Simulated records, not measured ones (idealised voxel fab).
Process module in this document: voxel plated lines
235 nm wide, 5 nm square cells: that's cross-section cut.
When this document writes out a cross-section, it uses a grid of square cells and lists it as bands, beginning at the top and moving down, with a band standing for one or more rows of cells.
Band: top height; bottom height; in nm. Then, left to right: material with width in nm, for each material. "throughout": a single material spanning edge to edge. "empty": empty space.
Counting heights begins at 0, where everything beneath is, in the wafer as received, one material. The lowest band has no bottom; it goes on downwards, as "0 -> down" shows.
The width entry "30->40" should be interpreted row by row: the top row of cells in the band takes the first number, the bottom row takes the second number, and the change between adjacent rows is uniform throughout.
It should be understood that the words "no change occurred", when stated for a given step, signify that the cross-section underwent no change in any of its cells during that step.
Under "Trapped void list" you'll find the enclosed gaps, the ones with no way out to the top, that are 8 cells or bigger; each reads width x height at distance, with distance counted from the left edge, everything in nm.
That trailing text on a step's line, after the settings, is the simulator's own remark on the step.
For masked steps, "overlay nm" on the step line gives how far right of plan the mask actually lay; a minus sign means it lay to the left.
Listed below are the process steps as planned
| 1 | RECEIVE: material Si |
| 2 | CONFORMAL_DEP: material SiO2, thk nm 15 |
| 3 | DIRECTIONAL_DEP: material TiN, thk nm 5 |
| 4 | PATTERN: tone open, mask id LINES, material resist, width nm 25, pitch nm 45, thk nm 20, overlay nm 0 |
| 5 | EPI: material Ru, thk nm 10 |
| 6 | STRIP: etch materials resist |
| 7 | DIRECTIONAL_ETCH: etch materials TiN, depth nm 5 |
| 8 | CONFORMAL_DEP: material SiO2, thk nm 5 |
First out of two wafers; run went to plan
This is the cross-section of the wafer as we received it, i.e. after step 1
0 -> down | Si throughout
Trapped void list: none
Presented here is a cross-section of the wafer after step 2 has been performed
15 -> 0 | SiO2 throughout
Unchanged below 0.
Presented here is a cross-section of the wafer after step 3 has been performed
20 -> 15 | TiN throughout
Unchanged below 15.
Presented here is a cross-section of the wafer after step 4 has been performed
40 -> 20 | 60 nm resist; 25 nm empty; 20 nm resist; 25 nm empty; 20 nm resist; 25 nm empty; 60 nm resist
Unchanged below 20.
Presented here is a cross-section of the wafer after step 5 has been performed
40 -> 30 | 60 nm resist; 25 nm empty; 20 nm resist; 25 nm empty; 20 nm resist; 25 nm empty; 60 nm resist
30 -> 20 | 60 nm resist; 25 nm Ru; 20 nm resist; 25 nm Ru; 20 nm resist; 25 nm Ru; 60 nm resist
Unchanged below 20.
Presented here is a cross-section of the wafer after step 6 has been performed
30 -> 20 | 60 nm empty; 25 nm Ru; 20 nm empty; 25 nm Ru; 20 nm empty; 25 nm Ru; 60 nm empty
Unchanged below 20.
Presented here is a cross-section of the wafer after step 7 has been performed
30 -> 20 | 60 nm empty; 25 nm Ru; 20 nm empty; 25 nm Ru; 20 nm empty; 25 nm Ru; 60 nm empty
20 -> 15 | 60 nm empty; 25 nm TiN; 20 nm empty; 25 nm TiN; 20 nm empty; 25 nm TiN; 60 nm empty
Unchanged below 15.
Presented here is a cross-section of the wafer after step 8 has been performed
35 -> 30 | 55 nm empty; 35 nm SiO2; 10 nm empty; 35 nm SiO2; 10 nm empty; 35 nm SiO2; 55 nm empty
30 -> 20 | 55 nm empty; 5 nm SiO2; 25 nm Ru; 5 nm SiO2; 10 nm empty; 5 nm SiO2; 25 nm Ru; 5 nm SiO2; 10 nm empty; 5 nm SiO2; 25 nm Ru; 5 nm SiO2; 55 nm empty
20 -> 15 | 60 nm SiO2; 25 nm TiN; 20 nm SiO2; 25 nm TiN; 20 nm SiO2; 25 nm TiN; 60 nm SiO2
Unchanged below 15.
Now the other wafer: same start, same recipe, but we messed up one thing when running it. Up to and including step 3 it's the same as the first one
The second wafer cut through, at the time step 4 was supposed to be finished
40 -> 20 | 60 nm empty; 25 nm resist; 20 nm empty; 25 nm resist; 20 nm empty; 25 nm resist; 60 nm empty
Unchanged below 20.
The second wafer cut through, at the time step 5 was supposed to be finished
40 -> 30 | 60 nm empty; 25 nm resist; 20 nm empty; 25 nm resist; 20 nm empty; 25 nm resist; 60 nm empty
30 -> 20 | 60 nm Ru; 25 nm resist; 20 nm Ru; 25 nm resist; 20 nm Ru; 25 nm resist; 60 nm Ru
Unchanged below 20.
The second wafer cut through, at the time step 6 was supposed to be finished
30 -> 20 | 60 nm Ru; 25 nm empty; 20 nm Ru; 25 nm empty; 20 nm Ru; 25 nm empty; 60 nm Ru
Unchanged below 20.
The second wafer cut through, at the time step 7 was supposed to be finished
30 -> 20 | 60 nm Ru; 25 nm empty; 20 nm Ru; 25 nm empty; 20 nm Ru; 25 nm empty; 60 nm Ru
20 -> 15 | 60 nm TiN; 25 nm empty; 20 nm TiN; 25 nm empty; 20 nm TiN; 25 nm empty; 60 nm TiN
Unchanged below 15.
The second wafer cut through, at the time step 8 was supposed to be finished
35 -> 30 | 65 nm SiO2; 15 nm empty; 30 nm SiO2; 15 nm empty; 30 nm SiO2; 15 nm empty; 65 nm SiO2
30 -> 20 | 60 nm Ru; 5 nm SiO2; 15 nm empty; 5 nm SiO2; 20 nm Ru; 5 nm SiO2; 15 nm empty; 5 nm SiO2; 20 nm Ru; 5 nm SiO2; 15 nm empty; 5 nm SiO2; 60 nm Ru
20 -> 15 | 60 nm TiN; 25 nm SiO2; 20 nm TiN; 25 nm SiO2; 20 nm TiN; 25 nm SiO2; 60 nm TiN
Unchanged below 15.
Plan not followed: planned and actual differ for step 4; actual: PATTERN: tone cover, mask id LINES, material resist, width nm 25, pitch nm 45, thk nm 20, overlay nm 0
End check, counted in cells, second wafer has more or fewer of these materials than the first: Ru: 34 more | TiN: 17 more
